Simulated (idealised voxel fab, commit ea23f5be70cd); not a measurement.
Module name: voxel self aligned vias (process module)
FYI the section here is cut, 155 nm wide, cells are 5 nm squares.
Bands, listed from the top down, are how a cross-section gets written in this document; the cross-section itself is a grid of square cells, and a band is one or more rows of them. Quick guide to a band line: top height, bottom height (nm) up front; then every material left to right with its width in nm. Only one material and it's marked "all across"? Then it fills the band edge to edge. And "air" just means empty space. Heights are measured from 0, the level below which the as-received wafer is all one material; the lowest band has no bottom and continues downward, written as in "0 nm and below". Per-row width for "30..40": begins at first number (top row of band), ends at second number (bottom row), increment between rows held constant. Any step labelled "stayed the same" changed none of the cells in the cross-section. Under "Closed void listing" you'll find the enclosed gaps, the ones with no way out to the top, that are 8 cells or bigger; each reads width x height at distance, with distance counted from the left edge, everything in nm. after a step's settings: what the simulator itself notes on the step. overlay nm: how far to the right of its planned place the mask lay on this masked step (negative: to the left).

-- Process steps foreseen in the plan
| 1 | RECEIVE (material Si) |
| 2 | CONFORMAL_DEP (material SiO2; thk nm 10) |
| 3 | CONFORMAL_DEP (material SiCN; thk nm 5) |
| 4 | DIRECTIONAL_DEP (material lowk; thk nm 30) |
| 5 | MASKED_ETCH (tone open; mask id LINES; width nm 30; pitch nm 65; etch materials lowk; depth nm 30; overlay nm 0) |
| 6 | CONFORMAL_DEP (material TiN; thk nm 5) |
| 7 | FILL_DEP (material Ru; thk nm 10) |
| 8 | CMP (height nm 45) |
| 9 | SELECTIVE_ETCH (etch materials W Ru TiN; depth nm 5) |
| 10 | FILL_DEP (material SiN; thk nm 10) |
| 11 | CMP (height nm 45) |
| 12 | DIRECTIONAL_DEP (material lowk; thk nm 15) |
| 13 | PATTERN (tone open; mask id VIAS; material resist; width nm 50; thk nm 15; overlay nm 0) |
| 14 | DIRECTIONAL_ETCH (etch materials lowk; depth nm 15) |
| 15 | DIRECTIONAL_ETCH (etch materials SiN; depth nm 5) |
| 16 | STRIP (etch materials resist) |
| 17 | CONFORMAL_DEP (material TiN; thk nm 5) |
| 18 | FILL_DEP (material Cu; thk nm 5) |
| 19 | CMP (height nm 60) |
| 20 | CONFORMAL_DEP (material SiCN; thk nm 5) |

-- First of the two wafers, run per plan

-- Cross-section of the wafer as it came to us, i.e., already through step 1
> 0 nm and below: Si all across
> Closed void listing: none

-- After step 2: wafer cross-section
> 10 nm to 0 nm: SiO2 all across
> Below 0, the layers are the same as they were.

-- After step 3: wafer cross-section
> 15 nm to 10 nm: SiCN all across
> Below 10, the layers are the same as they were.

-- After step 4: wafer cross-section
> 45 nm to 15 nm: lowk all across
> Below 15, the layers are the same as they were.

-- After step 5: wafer cross-section
> 45 nm to 15 nm: 30 of lowk, then 30 of air, then 35 of lowk, then 30 of air, then 30 of lowk
> Below 15, the layers are the same as they were.

-- After step 6: wafer cross-section
> 50 nm to 45 nm: 35 of TiN, then 20 of air, then 45 of TiN, then 20 of air, then 35 of TiN
> 45 nm to 20 nm: 30 of lowk, then 5 of TiN, then 20 of air, then 5 of TiN, then 35 of lowk, then 5 of TiN, then 20 of air, then 5 of TiN, then 30 of lowk
> 20 nm to 15 nm: 30 of lowk, then 30 of TiN, then 35 of lowk, then 30 of TiN, then 30 of lowk
> Below 15, the layers are the same as they were.

-- After step 7: wafer cross-section
> 60 nm to 50 nm: Ru all across
> 50 nm to 45 nm: 35 of TiN, then 20 of Ru, then 45 of TiN, then 20 of Ru, then 35 of TiN
> 45 nm to 20 nm: 30 of lowk, then 5 of TiN, then 20 of Ru, then 5 of TiN, then 35 of lowk, then 5 of TiN, then 20 of Ru, then 5 of TiN, then 30 of lowk
> Below 20, the layers are the same as they were.

-- After step 8: wafer cross-section
> 45 nm to 20 nm: 30 of lowk, then 5 of TiN, then 20 of Ru, then 5 of TiN, then 35 of lowk, then 5 of TiN, then 20 of Ru, then 5 of TiN, then 30 of lowk
> Below 20, the layers are the same as they were.

-- After step 9: wafer cross-section
> 45 nm to 40 nm: 30 of lowk, then 30 of air, then 35 of lowk, then 30 of air, then 30 of lowk
> Below 40, the layers are the same as they were.

-- After step 10: wafer cross-section
> 55 nm to 45 nm: SiN all across
> 45 nm to 40 nm: 30 of lowk, then 30 of SiN, then 35 of lowk, then 30 of SiN, then 30 of lowk
> Below 40, the layers are the same as they were.

-- After step 11: wafer cross-section
> 45 nm to 40 nm: 30 of lowk, then 30 of SiN, then 35 of lowk, then 30 of SiN, then 30 of lowk
> Below 40, the layers are the same as they were.

-- After step 12: wafer cross-section
> 60 nm to 45 nm: lowk all across
> Below 45, the layers are the same as they were.

-- After step 13: wafer cross-section
> 75 nm to 60 nm: 20 of resist, then 50 of air, then 85 of resist
> Below 60, the layers are the same as they were.

-- After step 14: wafer cross-section
> 75 nm to 60 nm: 20 of resist, then 50 of air, then 85 of resist
> 60 nm to 45 nm: 20 of lowk, then 50 of air, then 85 of lowk
> Below 45, the layers are the same as they were.

-- After step 15: wafer cross-section
> 75 nm to 60 nm: 20 of resist, then 50 of air, then 85 of resist
> 60 nm to 45 nm: 20 of lowk, then 50 of air, then 85 of lowk
> 45 nm to 40 nm: 30 of lowk, then 30 of air, then 35 of lowk, then 30 of SiN, then 30 of lowk
> Below 40, the layers are the same as they were.

-- After step 16: wafer cross-section
> 60 nm to 45 nm: 20 of lowk, then 50 of air, then 85 of lowk
> Below 45, the layers are the same as they were.

-- After step 17: wafer cross-section
> 65 nm to 60 nm: 25 of TiN, then 40 of air, then 90 of TiN
> 60 nm to 50 nm: 20 of lowk, then 5 of TiN, then 40 of air, then 5 of TiN, then 85 of lowk
> 50 nm to 45 nm: 20 of lowk, then 15 of TiN, then 20 of air, then 15 of TiN, then 85 of lowk
> 45 nm to 40 nm: 30 of lowk, then 30 of TiN, then 35 of lowk, then 30 of SiN, then 30 of lowk
> Below 40, the layers are the same as they were.

-- After step 18: wafer cross-section
> 70 nm to 65 nm: Cu all across
> 65 nm to 60 nm: 25 of TiN, then 40 of Cu, then 90 of TiN
> 60 nm to 50 nm: 20 of lowk, then 5 of TiN, then 40 of Cu, then 5 of TiN, then 85 of lowk
> 50 nm to 45 nm: 20 of lowk, then 15 of TiN, then 20 of Cu, then 15 of TiN, then 85 of lowk
> Below 45, the layers are the same as they were.

-- After step 19: wafer cross-section
> 60 nm to 50 nm: 20 of lowk, then 5 of TiN, then 40 of Cu, then 5 of TiN, then 85 of lowk
> Below 50, the layers are the same as they were.

-- After step 20: wafer cross-section
> 65 nm to 60 nm: SiCN all across
> Below 60, the layers are the same as they were.

-- Notes, second wafer: start = first wafer's, plan = first wafer's, execution had one mistake; history identical to first through step 13

-- At the planned end of step 14, the second wafer in cross-section
> 75 nm to 60 nm: 20 of resist, then 50 of air, then 85 of resist
> 60 nm to 45 nm: 20 of lowk, then 50 of air, then 85 of lowk
> 45 nm to 40 nm: 20 of lowk, then 10 of air, then 30 of SiN, then 10 of air, then 25 of lowk, then 30 of SiN, then 30 of lowk
> 40 nm to 30 nm: 20 of lowk, then 10 of air, then 5 of TiN, then 20 of Ru, then 5 of TiN, then 10 of air, then 25 of lowk, then 5 of TiN, then 20 of Ru, then 5 of TiN, then 30 of lowk
> Below 30, the layers are the same as they were.

-- At the planned end of step 15, the second wafer in cross-section
> 75 nm to 60 nm: 20 of resist, then 50 of air, then 85 of resist
> 60 nm to 45 nm: 20 of lowk, then 50 of air, then 85 of lowk
> 45 nm to 40 nm: 20 of lowk, then 50 of air, then 25 of lowk, then 30 of SiN, then 30 of lowk
> Below 40, the layers are the same as they were.

-- At the planned end of step 16, the second wafer in cross-section
> 60 nm to 45 nm: 20 of lowk, then 50 of air, then 85 of lowk
> Below 45, the layers are the same as they were.

-- At the planned end of step 17, the second wafer in cross-section
> 65 nm to 60 nm: 25 of TiN, then 40 of air, then 90 of TiN
> 60 nm to 45 nm: 20 of lowk, then 5 of TiN, then 40 of air, then 5 of TiN, then 85 of lowk
> 45 nm to 40 nm: 20 of lowk, then 50 of TiN, then 25 of lowk, then 30 of SiN, then 30 of lowk
> 40 nm to 30 nm: 20 of lowk, then 15 of TiN, then 20 of Ru, then 15 of TiN, then 25 of lowk, then 5 of TiN, then 20 of Ru, then 5 of TiN, then 30 of lowk
> Below 30, the layers are the same as they were.

-- At the planned end of step 18, the second wafer in cross-section
> 70 nm to 65 nm: Cu all across
> 65 nm to 60 nm: 25 of TiN, then 40 of Cu, then 90 of TiN
> 60 nm to 45 nm: 20 of lowk, then 5 of TiN, then 40 of Cu, then 5 of TiN, then 85 of lowk
> Below 45, the layers are the same as they were.

-- At the planned end of step 19, the second wafer in cross-section
> 60 nm to 45 nm: 20 of lowk, then 5 of TiN, then 40 of Cu, then 5 of TiN, then 85 of lowk
> Below 45, the layers are the same as they were.

-- At the planned end of step 20, the second wafer in cross-section
> 65 nm to 60 nm: SiCN all across
> Below 60, the layers are the same as they were.
What was done differently from what was planned? step 14 of the plan was performed twice
The final cell counts differ between the wafers, with the second having more or fewer of some materials than the first: 4 more of Cu; 8 more of TiN; 12 fewer of lowk
